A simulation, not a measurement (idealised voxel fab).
Proc. module: voxel self aligned vias
Each square cell in cross-section cut measures 5 nm, and the section as a whole is 210 nm wide.
A cross-section is a grid of square cells, given in bands from the top down. A band is one or more rows of cells.
Basically the band line says how high the top is and how high the bottom is, in nm, and then what's in it from left to right, every material with its width in nm. Empty space shows up as "blank", and if a single material carries "all across" it runs the full band edge to edge.
Ref level 0: as-received wafer is one material below here. Bottom band extends down with no lower bound ("0 and below").
Width "30..40": first value at the band's top row of cells, second value at its bottom row, equal change from row to row.
"remained unchanged" for a step: no cell of the cross-section changed in that step.
Any empty space of 8 cells or more lacking an open way to the top shows up in "Sealed void list" as width x height at distance, distance from the left edge, in nm.
Anything after a step's settings on that line? It's the simulator's own note about the step.
Steps that use a mask can have "overlay nm" on their line. It says how far the mask sat to the right of where it was meant to be. Negative means to the left.
How should the pairs below be read? Each gives the cross-section before one process step and the cross-section after it, the latter drawn only to the lowest band that changed; the step that lies between them, with its settings, appears under the pair. Does a pair pick up where the pair above left off? Only where its entry headed "Pre-process cross-section" says so, since pairs can come from different runs of this module on the same starting wafer.
### Pre-process cross-section
> 60 down to 40 | lowk all across
> 40 down to 30 | lowk 35 nm; SiN 25 nm; lowk 30 nm; SiN 25 nm; lowk 30 nm; SiN 25 nm; lowk 40 nm
> 30 down to 20 | lowk 35 nm; TiN 5 nm; Ru 15 nm; TiN 5 nm; lowk 30 nm; TiN 5 nm; Ru 15 nm; TiN 5 nm; lowk 30 nm; TiN 5 nm; Ru 15 nm; TiN 5 nm; lowk 40 nm
> 20 down to 15 | lowk 35 nm; TiN 25 nm; lowk 30 nm; TiN 25 nm; lowk 30 nm; TiN 25 nm; lowk 40 nm
> 15 down to 10 | SiCN all across
> 10 down to 0 | SiO2 all across
> 0 and below | Si all across
> Sealed void list: none
### As Processed
> 60 down to 40 | lowk 35 nm; blank 30 nm; lowk 25 nm; blank 30 nm; lowk 25 nm; blank 30 nm; lowk 35 nm
> Rest of section, below 40: as before.
> Sealed void list: none
The structure goes from the before cross-section above to the after cross-section through MASKED_ETCH (tone open; mask id VIAS; width nm 30; pitch nm 55; etch materials lowk; depth nm 20; overlay nm 0)
Pre-process cross-section: Reference is made to the cross-section shown after the step in the pair directly above, which represents the state prior to this step.
### As Processed
> 60 down to 40 | lowk 35 nm; blank 30 nm; lowk 25 nm; blank 30 nm; lowk 25 nm; blank 30 nm; lowk 35 nm
> 40 down to 30 | lowk 35 nm; blank 25 nm; lowk 30 nm; blank 25 nm; lowk 30 nm; blank 25 nm; lowk 40 nm
> Rest of section, below 30: as before.
> Sealed void list: none
The structure goes from the before cross-section above to the after cross-section through MASKED_ETCH (tone open; mask id VIAS; width nm 35; pitch nm 55; etch materials SiN; depth nm 10; overlay nm 0)
Pre-process cross-section: Reference is made to the cross-section shown after the step in the pair directly above, which represents the state prior to this step.
### As Processed
> 65 down to 60 | TiN 40 nm; blank 20 nm; TiN 35 nm; blank 20 nm; TiN 35 nm; blank 20 nm; TiN 40 nm
> 60 down to 45 | lowk 35 nm; TiN 5 nm; blank 20 nm; TiN 5 nm; lowk 25 nm; TiN 5 nm; blank 20 nm; TiN 5 nm; lowk 25 nm; TiN 5 nm; blank 20 nm; TiN 5 nm; lowk 35 nm
> 45 down to 35 | lowk 35 nm; TiN 5 nm; blank 15 nm; TiN 10..5 nm; lowk 25..30 nm; TiN 5 nm; blank 15 nm; TiN 10..5 nm; lowk 25..30 nm; TiN 5 nm; blank 15 nm; TiN 10..5 nm; lowk 35..40 nm
> 35 down to 30 | lowk 35 nm; TiN 25 nm; lowk 30 nm; TiN 25 nm; lowk 30 nm; TiN 25 nm; lowk 40 nm
> Rest of section, below 30: as before.
> Sealed void list: none
The structure goes from the before cross-section above to the after cross-section through CONFORMAL_DEP (material TiN; thk nm 5)
Pre-process cross-section: Reference is made to the cross-section shown after the step in the pair directly above, which represents the state prior to this step.
### As Processed
> 70 down to 65 | Ru all across
> 65 down to 60 | TiN 40 nm; Ru 20 nm; TiN 35 nm; Ru 20 nm; TiN 35 nm; Ru 20 nm; TiN 40 nm
> 60 down to 45 | lowk 35 nm; TiN 5 nm; Ru 20 nm; TiN 5 nm; lowk 25 nm; TiN 5 nm; Ru 20 nm; TiN 5 nm; lowk 25 nm; TiN 5 nm; Ru 20 nm; TiN 5 nm; lowk 35 nm
> 45 down to 35 | lowk 35 nm; TiN 5 nm; Ru 15 nm; TiN 10..5 nm; lowk 25..30 nm; TiN 5 nm; Ru 15 nm; TiN 10..5 nm; lowk 25..30 nm; TiN 5 nm; Ru 15 nm; TiN 10..5 nm; lowk 35..40 nm
> Rest of section, below 35: as before.
> Sealed void list: none
The structure goes from the before cross-section above to the after cross-section through FILL_DEP (material Ru; thk nm 5)
Pre-process cross-section: Reference is made to the cross-section shown after the step in the pair directly above, which represents the state prior to this step.
### As Processed
> 60 down to 45 | lowk 35 nm; TiN 5 nm; Ru 20 nm; TiN 5 nm; lowk 25 nm; TiN 5 nm; Ru 20 nm; TiN 5 nm; lowk 25 nm; TiN 5 nm; Ru 20 nm; TiN 5 nm; lowk 35 nm
> Rest of section, below 45: as before.
> Sealed void list: none
The structure goes from the before cross-section above to the after cross-section through CMP (height nm 60)
Pre-process cross-section: Reference is made to the cross-section shown after the step in the pair directly above, which represents the state prior to this step.
### As Processed
> 65 down to 60 | SiN all across
> Rest of section, below 60: as before.
> Sealed void list: none
The structure goes from the before cross-section above to the after cross-section through CONFORMAL_DEP (material SiN; thk nm 5)
### Pre-process cross-section
> 60 down to 40 | lowk 30 nm; blank 35 nm; lowk 20 nm; blank 35 nm; lowk 20 nm; blank 35 nm; lowk 35 nm
> 40 down to 30 | lowk 35 nm; SiN 25 nm; lowk 30 nm; SiN 25 nm; lowk 30 nm; SiN 25 nm; lowk 40 nm
> 30 down to 20 | lowk 35 nm; TiN 5 nm; Ru 15 nm; TiN 5 nm; lowk 30 nm; TiN 5 nm; Ru 15 nm; TiN 5 nm; lowk 30 nm; TiN 5 nm; Ru 15 nm; TiN 5 nm; lowk 40 nm
> 20 down to 15 | lowk 35 nm; TiN 25 nm; lowk 30 nm; TiN 25 nm; lowk 30 nm; TiN 25 nm; lowk 40 nm
> 15 down to 10 | SiCN all across
> 10 down to 0 | SiO2 all across
> 0 and below | Si all across
> Sealed void list: none
### As Processed
> 60 down to 40 | lowk 30 nm; blank 35 nm; lowk 20 nm; blank 35 nm; lowk 20 nm; blank 35 nm; lowk 35 nm
> 40 down to 30 | lowk 35 nm; SiN 5 nm; blank 20 nm; lowk 30 nm; SiN 5 nm; blank 20 nm; lowk 30 nm; SiN 5 nm; blank 20 nm; lowk 40 nm
> Rest of section, below 30: as before.
> Sealed void list: none
The structure goes from the before cross-section above to the after cross-section through MASKED_ETCH (tone open; mask id VIAS; width nm 35; pitch nm 55; etch materials SiN; depth nm 10; overlay nm 10)
Pre-process cross-section: Reference is made to the cross-section shown after the step in the pair directly above, which represents the state prior to this step.
### As Processed
> 65 down to 60 | TiN 35 nm; blank 25 nm; TiN 30 nm; blank 25 nm; TiN 30 nm; blank 25 nm; TiN 40 nm
> 60 down to 45 | lowk 30 nm; TiN 5 nm; blank 25 nm; TiN 5 nm; lowk 20 nm; TiN 5 nm; blank 25 nm; TiN 5 nm; lowk 20 nm; TiN 5 nm; blank 25 nm; TiN 5 nm; lowk 35 nm
> 45 down to 40 | lowk 30 nm; TiN 15 nm; blank 10 nm; TiN 10 nm; lowk 20 nm; TiN 15 nm; blank 10 nm; TiN 10 nm; lowk 20 nm; TiN 15 nm; blank 10 nm; TiN 10 nm; lowk 35 nm
> 40 down to 35 | lowk 35 nm; SiN 5 nm; TiN 5 nm; blank 10 nm; TiN 5 nm; lowk 30 nm; SiN 5 nm; TiN 5 nm; blank 10 nm; TiN 5 nm; lowk 30 nm; SiN 5 nm; TiN 5 nm; blank 10 nm; TiN 5 nm; lowk 40 nm
> 35 down to 30 | lowk 35 nm; SiN 5 nm; TiN 20 nm; lowk 30 nm; SiN 5 nm; TiN 20 nm; lowk 30 nm; SiN 5 nm; TiN 20 nm; lowk 40 nm
> Rest of section, below 30: as before.
> Sealed void list: none
The structure goes from the before cross-section above to the after cross-section through CONFORMAL_DEP (material TiN; thk nm 5)
Pre-process cross-section: Reference is made to the cross-section shown after the step in the pair directly above, which represents the state prior to this step.
### As Processed
> 70 down to 65 | Ru all across
> 65 down to 60 | TiN 35 nm; Ru 25 nm; TiN 30 nm; Ru 25 nm; TiN 30 nm; Ru 25 nm; TiN 40 nm
> 60 down to 45 | lowk 30 nm; TiN 5 nm; Ru 25 nm; TiN 5 nm; lowk 20 nm; TiN 5 nm; Ru 25 nm; TiN 5 nm; lowk 20 nm; TiN 5 nm; Ru 25 nm; TiN 5 nm; lowk 35 nm
> 45 down to 40 | lowk 30 nm; TiN 15 nm; Ru 10 nm; TiN 10 nm; lowk 20 nm; TiN 15 nm; Ru 10 nm; TiN 10 nm; lowk 20 nm; TiN 15 nm; Ru 10 nm; TiN 10 nm; lowk 35 nm
> 40 down to 35 | lowk 35 nm; SiN 5 nm; TiN 5 nm; Ru 10 nm; TiN 5 nm; lowk 30 nm; SiN 5 nm; TiN 5 nm; Ru 10 nm; TiN 5 nm; lowk 30 nm; SiN 5 nm; TiN 5 nm; Ru 10 nm; TiN 5 nm; lowk 40 nm
> Rest of section, below 35: as before.
> Sealed void list: none
The structure goes from the before cross-section above to the after cross-section through FILL_DEP (material Ru; thk nm 5)
Pre-process cross-section: Reference is made to the cross-section shown after the step in the pair directly above, which represents the state prior to this step.
### As Processed
> 60 down to 45 | lowk 30 nm; TiN 5 nm; Ru 25 nm; TiN 5 nm; lowk 20 nm; TiN 5 nm; Ru 25 nm; TiN 5 nm; lowk 20 nm; TiN 5 nm; Ru 25 nm; TiN 5 nm; lowk 35 nm
> Rest of section, below 45: as before.
> Sealed void list: none
The structure goes from the before cross-section above to the after cross-section through CMP (height nm 60)
Pre-process cross-section: Reference is made to the cross-section shown after the step in the pair directly above, which represents the state prior to this step.
### As Processed
> 65 down to 60 | SiN all across
> Rest of section, below 60: as before.
> Sealed void list: none
The structure goes from the before cross-section above to the after cross-section through CONFORMAL_DEP (material SiN; thk nm 5)
### Pre-process cross-section
> 65 down to 60 | TiN 35 nm; blank 25 nm; TiN 30 nm; blank 25 nm; TiN 30 nm; blank 25 nm; TiN 40 nm
> 60 down to 45 | lowk 30 nm; TiN 5 nm; blank 25 nm; TiN 5 nm; lowk 20 nm; TiN 5 nm; blank 25 nm; TiN 5 nm; lowk 20 nm; TiN 5 nm; blank 25 nm; TiN 5 nm; lowk 35 nm
> 45 down to 35 | lowk 30..35 nm; TiN 10..5 nm; blank 15 nm; TiN 10..5 nm; lowk 20..30 nm; TiN 10..5 nm; blank 15 nm; TiN 10..5 nm; lowk 20..30 nm; TiN 10..5 nm; blank 15 nm; TiN 10..5 nm; lowk 35..40 nm
> 35 down to 30 | lowk 35 nm; TiN 25 nm; lowk 30 nm; TiN 25 nm; lowk 30 nm; TiN 25 nm; lowk 40 nm
> 30 down to 20 | lowk 35 nm; TiN 5 nm; Ru 15 nm; TiN 5 nm; lowk 30 nm; TiN 5 nm; Ru 15 nm; TiN 5 nm; lowk 30 nm; TiN 5 nm; Ru 15 nm; TiN 5 nm; lowk 40 nm
> 20 down to 15 | lowk 35 nm; TiN 25 nm; lowk 30 nm; TiN 25 nm; lowk 30 nm; TiN 25 nm; lowk 40 nm
> 15 down to 10 | SiCN all across
> 10 down to 0 | SiO2 all across
> 0 and below | Si all across
> Sealed void list: none
### As Processed
> 70 down to 60 | TiN all across
> 60 down to 40 | lowk 30 nm; TiN 35 nm; lowk 20 nm; TiN 35 nm; lowk 20 nm; TiN 35 nm; lowk 35 nm
> 40 down to 30 | lowk 35 nm; TiN 25 nm; lowk 30 nm; TiN 25 nm; lowk 30 nm; TiN 25 nm; lowk 40 nm
> Rest of section, below 30: as before.
> Sealed void list: none
The structure goes from the before cross-section above to the after cross-section through FILL_DEP (material TiN; thk nm 5)
Pre-process cross-section: Reference is made to the cross-section shown after the step in the pair directly above, which represents the state prior to this step.
### As Processed
> 60 down to 40 | lowk 30 nm; TiN 35 nm; lowk 20 nm; TiN 35 nm; lowk 20 nm; TiN 35 nm; lowk 35 nm
> Rest of section, below 40: as before.
> Sealed void list: none
The structure goes from the before cross-section above to the after cross-section through CMP (height nm 60)
Pre-process cross-section: Reference is made to the cross-section shown after the step in the pair directly above, which represents the state prior to this step.
### As Processed
> 65 down to 60 | SiN all across
> Rest of section, below 60: as before.
> Sealed void list: none
The structure goes from the before cross-section above to the after cross-section through CONFORMAL_DEP (material SiN; thk nm 5)
### Pre-process cross-section
> 40 down to 15 | lowk all across
> 15 down to 10 | SiCN all across
> 10 down to 0 | SiO2 all across
> 0 and below | Si all across
> Sealed void list: none
### As Processed
> 55 down to 40 | blank 35 nm; resist 25 nm; blank 30 nm; resist 25 nm; blank 30 nm; resist 25 nm; blank 40 nm
> Rest of section, below 40: as before.
> Sealed void list: none
The structure goes from the before cross-section above to the after cross-section through PATTERN (tone cover; mask id LINES; material resist; width nm 25; pitch nm 55; thk nm 15; overlay nm 0)
Pre-process cross-section: Reference is made to the cross-section shown after the step in the pair directly above, which represents the state prior to this step.
### As Processed
> 55 down to 40 | blank 35 nm; resist 25 nm; blank 30 nm; resist 25 nm; blank 30 nm; resist 25 nm; blank 40 nm
> 40 down to 15 | blank 35 nm; lowk 25 nm; blank 30 nm; lowk 25 nm; blank 30 nm; lowk 25 nm; blank 40 nm
> Rest of section, below 15: as before.
> Sealed void list: none
The structure goes from the before cross-section above to the after cross-section through DIRECTIONAL_ETCH (etch materials lowk; depth nm 25)
Pre-process cross-section: Reference is made to the cross-section shown after the step in the pair directly above, which represents the state prior to this step.
### As Processed
> 40 down to 15 | blank 35 nm; lowk 25 nm; blank 30 nm; lowk 25 nm; blank 30 nm; lowk 25 nm; blank 40 nm
> Rest of section, below 15: as before.
> Sealed void list: none
The structure goes from the before cross-section above to the after cross-section through STRIP (etch materials resist)
Pre-process cross-section: Reference is made to the cross-section shown after the step in the pair directly above, which represents the state prior to this step.
### As Processed
> 45 down to 40 | blank 30 nm; TiN 35 nm; blank 20 nm; TiN 35 nm; blank 20 nm; TiN 35 nm; blank 35 nm
> 40 down to 20 | blank 30 nm; TiN 5 nm; lowk 25 nm; TiN 5 nm; blank 20 nm; TiN 5 nm; lowk 25 nm; TiN 5 nm; blank 20 nm; TiN 5 nm; lowk 25 nm; TiN 5 nm; blank 35 nm
> 20 down to 15 | TiN 35 nm; lowk 25 nm; TiN 30 nm; lowk 25 nm; TiN 30 nm; lowk 25 nm; TiN 40 nm
> Rest of section, below 15: as before.
> Sealed void list: none
The structure goes from the before cross-section above to the after cross-section through CONFORMAL_DEP (material TiN; thk nm 5)
Pre-process cross-section: Reference is made to the cross-section shown after the step in the pair directly above, which represents the state prior to this step.
### As Processed
> 50 down to 45 | Ru all across
> 45 down to 40 | Ru 30 nm; TiN 35 nm; Ru 20 nm; TiN 35 nm; Ru 20 nm; TiN 35 nm; Ru 35 nm
> 40 down to 20 | Ru 30 nm; TiN 5 nm; lowk 25 nm; TiN 5 nm; Ru 20 nm; TiN 5 nm; lowk 25 nm; TiN 5 nm; Ru 20 nm; TiN 5 nm; lowk 25 nm; TiN 5 nm; Ru 35 nm
> Rest of section, below 20: as before.
> Sealed void list: none
The structure goes from the before cross-section above to the after cross-section through FILL_DEP (material Ru; thk nm 5)
Pre-process cross-section: Reference is made to the cross-section shown after the step in the pair directly above, which represents the state prior to this step.
### As Processed
> 40 down to 20 | Ru 30 nm; TiN 5 nm; lowk 25 nm; TiN 5 nm; Ru 20 nm; TiN 5 nm; lowk 25 nm; TiN 5 nm; Ru 20 nm; TiN 5 nm; lowk 25 nm; TiN 5 nm; Ru 35 nm
> Rest of section, below 20: as before.
> Sealed void list: none
The structure goes from the before cross-section above to the after cross-section through CMP (height nm 40)
Pre-process cross-section: Reference is made to the cross-section shown after the step in the pair directly above, which represents the state prior to this step.
### As Processed
> 40 down to 30 | blank 35 nm; lowk 25 nm; blank 30 nm; lowk 25 nm; blank 30 nm; lowk 25 nm; blank 40 nm
> Rest of section, below 30: as before.
> Sealed void list: none
The structure goes from the before cross-section above to the after cross-section through SELECTIVE_ETCH (etch materials W Ru TiN; depth nm 10)
Pre-process cross-section: Reference is made to the cross-section shown after the step in the pair directly above, which represents the state prior to this step.
### As Processed
> 45 down to 40 | SiN all across
> 40 down to 30 | SiN 35 nm; lowk 25 nm; SiN 30 nm; lowk 25 nm; SiN 30 nm; lowk 25 nm; SiN 40 nm
> Rest of section, below 30: as before.
> Sealed void list: none
The structure goes from the before cross-section above to the after cross-section through FILL_DEP (material SiN; thk nm 5)
Pre-process cross-section: Reference is made to the cross-section shown after the step in the pair directly above, which represents the state prior to this step.
### As Processed
> 40 down to 30 | SiN 35 nm; lowk 25 nm; SiN 30 nm; lowk 25 nm; SiN 30 nm; lowk 25 nm; SiN 40 nm
> Rest of section, below 30: as before.
> Sealed void list: none
The structure goes from the before cross-section above to the after cross-section through CMP (height nm 40)
Pre-process cross-section: Reference is made to the cross-section shown after the step in the pair directly above, which represents the state prior to this step.
### As Processed
> 60 down to 40 | lowk all across
> Rest of section, below 40: as before.
> Sealed void list: none
The structure goes from the before cross-section above to the after cross-section through DIRECTIONAL_DEP (material lowk; thk nm 20)
Pre-process cross-section: Reference is made to the cross-section shown after the step in the pair directly above, which represents the state prior to this step.
### As Processed
> 60 down to 40 | lowk 30 nm; blank 35 nm; lowk 20 nm; blank 35 nm; lowk 20 nm; blank 35 nm; lowk 35 nm
> Rest of section, below 40: as before.
> Sealed void list: none
The structure goes from the before cross-section above to the after cross-section through MASKED_ETCH (tone open; mask id VIAS; width nm 35; pitch nm 55; etch materials lowk; depth nm 20; overlay nm 0)
Pre-process cross-section: Reference is made to the cross-section shown after the step in the pair directly above, which represents the state prior to this step.
### As Processed
> 60 down to 40 | lowk 30 nm; blank 35 nm; lowk 20 nm; blank 35 nm; lowk 20 nm; blank 35 nm; lowk 35 nm
> 40 down to 30 | SiN 30 nm; blank 5 nm; lowk 25 nm; blank 5 nm; SiN 20 nm; blank 5 nm; lowk 25 nm; blank 5 nm; SiN 20 nm; blank 5 nm; lowk 25 nm; blank 5 nm; SiN 35 nm
> Rest of section, below 30: as before.
> Sealed void list: none
The structure goes from the before cross-section above to the after cross-section through MASKED_ETCH (tone open; mask id VIAS; width nm 35; pitch nm 55; etch materials SiN; depth nm 10; overlay nm 0)
Pre-process cross-section: Reference is made to the cross-section shown after the step in the pair directly above, which represents the state prior to this step.
### As Processed
> 65 down to 60 | TiN 35 nm; blank 25 nm; TiN 30 nm; blank 25 nm; TiN 30 nm; blank 25 nm; TiN 40 nm
> 60 down to 45 | lowk 30 nm; TiN 5 nm; blank 25 nm; TiN 5 nm; lowk 20 nm; TiN 5 nm; blank 25 nm; TiN 5 nm; lowk 20 nm; TiN 5 nm; blank 25 nm; TiN 5 nm; lowk 35 nm
> 45 down to 40 | lowk 30 nm; TiN 35 nm; lowk 20 nm; TiN 35 nm; lowk 20 nm; TiN 35 nm; lowk 35 nm
> 40 down to 30 | SiN 30 nm; TiN 5 nm; lowk 25 nm; TiN 5 nm; SiN 20 nm; TiN 5 nm; lowk 25 nm; TiN 5 nm; SiN 20 nm; TiN 5 nm; lowk 25 nm; TiN 5 nm; SiN 35 nm
> Rest of section, below 30: as before.
> Sealed void list: none
The structure goes from the before cross-section above to the after cross-section through CONFORMAL_DEP (material TiN; thk nm 5)
Pre-process cross-section: Reference is made to the cross-section shown after the step in the pair directly above, which represents the state prior to this step.
### As Processed
> 70 down to 65 | Ru all across
> 65 down to 60 | TiN 35 nm; Ru 25 nm; TiN 30 nm; Ru 25 nm; TiN 30 nm; Ru 25 nm; TiN 40 nm
> 60 down to 45 | lowk 30 nm; TiN 5 nm; Ru 25 nm; TiN 5 nm; lowk 20 nm; TiN 5 nm; Ru 25 nm; TiN 5 nm; lowk 20 nm; TiN 5 nm; Ru 25 nm; TiN 5 nm; lowk 35 nm
> Rest of section, below 45: as before.
> Sealed void list: none
The structure goes from the before cross-section above to the after cross-section through FILL_DEP (material Ru; thk nm 5)
Pre-process cross-section: Reference is made to the cross-section shown after the step in the pair directly above, which represents the state prior to this step.
### As Processed
> 60 down to 45 | lowk 30 nm; TiN 5 nm; Ru 25 nm; TiN 5 nm; lowk 20 nm; TiN 5 nm; Ru 25 nm; TiN 5 nm; lowk 20 nm; TiN 5 nm; Ru 25 nm; TiN 5 nm; lowk 35 nm
> Rest of section, below 45: as before.
> Sealed void list: none
The structure goes from the before cross-section above to the after cross-section through CMP (height nm 60)
Pre-process cross-section: Reference is made to the cross-section shown after the step in the pair directly above, which represents the state prior to this step.
### As Processed
> 65 down to 60 | SiN all across
> Rest of section, below 60: as before.
> Sealed void list: none
The structure goes from the before cross-section above to the after cross-section through CONFORMAL_DEP (material SiN; thk nm 5)
